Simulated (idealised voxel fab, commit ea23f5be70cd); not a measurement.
This is a process module. Its name is voxel self aligned vias.
Pictured: cross-section cut, 215 nm wide, on a grid of 5 nm square cells.
Each cross-section below is a grid of square cells, stated as bands in top-down order, with one or more rows of cells making up each band.
The band entry comprises the height of the band's top followed by the height of its bottom, expressed in nm, and subsequently the band's materials from left to right, each stated together with its width in nm. Where a single material is marked with the word "all across", that material fills the band from edge to edge. The word "empty" represents empty space.
A quick word on heights: they are counted from 0, and under that level the wafer as it came to us is one material throughout. The lowest band is different from the rest in having no bottom; it simply continues downward, written as in "from 0 down".
A width such as "30 to 40" changes by the same amount from each row of cells to the next, from the band's top row to its bottom row.
Step marked "no alteration"? Then no cell in the cross-section changed in it.
Heads up: "Sealed internal voids" only lists the empty pockets with no open path to the top that are 8 cells or more, and it writes them as width x height at distance, distance from the left edge, in nm.
after a step's settings: what the simulator itself notes on the step
The optional step-line setting "overlay nm" applies to steps with a mask and quantifies how far to the right of its planned location the mask lay, a negative value indicating leftward placement.
# The planned process steps are enumerated hereunder
1: RECEIVE | material Si
2: CONFORMAL_DEP | material SiO2 | thk nm 10
3: CONFORMAL_DEP | material SiCN | thk nm 5
4: DIRECTIONAL_DEP | material lowk | thk nm 25
5: PATTERN | tone open | mask id LINES | material resist | width nm 25 | pitch nm 55 | thk nm 20 | overlay nm 0
6: DIRECTIONAL_ETCH | etch materials lowk | depth nm 25
7: STRIP | etch materials resist
8: CONFORMAL_DEP | material TiN | thk nm 5
9: FILL_DEP | material W | thk nm 10
10: CMP | height nm 40
11: SELECTIVE_ETCH | etch materials W Ru TiN | depth nm 5
12: FILL_DEP | material SiN | thk nm 5
13: CMP | height nm 40
14: DIRECTIONAL_DEP | material lowk | thk nm 20
15: MASKED_ETCH | tone open | mask id VIAS | width nm 35 | pitch nm 110 | etch materials lowk | depth nm 20 | overlay nm 0
16: MASKED_ETCH | tone open | mask id VIAS | width nm 35 | pitch nm 110 | etch materials SiN | depth nm 5 | overlay nm 0
17: CONFORMAL_DEP | material TiN | thk nm 5
18: FILL_DEP | material W | thk nm 10
19: CMP | height nm 60
20: CONFORMAL_DEP | material SiN | thk nm 5
# Cross-sectional view of the wafer in its as-received condition, corresponding to the state after step 1
from 0 down | Si all across
Sealed internal voids: none
# Wafer cross-section at module end: first of two, run to plan
from 65 to 60 | SiN all across
from 60 to 45 | 35 lowk, 5 TiN, 25 W, 5 TiN, 75 lowk, 5 TiN, 25 W, 5 TiN, 35 lowk
from 45 to 40 | 35 lowk, 10 TiN, 15 W, 10 TiN, 75 lowk, 10 TiN, 15 W, 10 TiN, 35 lowk
from 40 to 35 | 40 lowk, 25 TiN, 30 lowk, 25 SiN, 30 lowk, 25 TiN, 40 lowk
from 35 to 20 | 40 lowk, 5 TiN, 15 W, 5 TiN, 30 lowk, 5 TiN, 15 W, 5 TiN, 30 lowk, 5 TiN, 15 W, 5 TiN, 40 lowk
from 20 to 15 | 40 lowk, 25 TiN, 30 lowk, 25 TiN, 30 lowk, 25 TiN, 40 lowk
from 15 to 10 | SiCN all across
from 10 to 0 | SiO2 all across
from 0 down | Si all across
Sealed internal voids: none
# End of module, second wafer, cross-section. Started like the first, planned like the first, run with one mistake
from 65 to 60 | SiN all across
from 60 to 40 | 35 lowk, 5 TiN, 25 W, 5 TiN, 75 lowk, 5 TiN, 25 W, 5 TiN, 35 lowk
from 40 to 35 | 35 SiN, 35 TiN, 75 SiN, 35 TiN, 35 SiN
from 35 to 15 | Ru all across
from 15 to 10 | SiCN all across
from 10 to 0 | SiO2 all across
from 0 down | Si all across
Sealed internal voids: none
what went wrong: step 4: run off-plan, actual operation and settings DIRECTIONAL_DEP | material Ru | thk nm 25
Materials where the second wafer ends with more or fewer cells than the first: 172 more of Ru | 24 more of SiN | 33 fewer of TiN | 23 fewer of W | 140 fewer of lowk
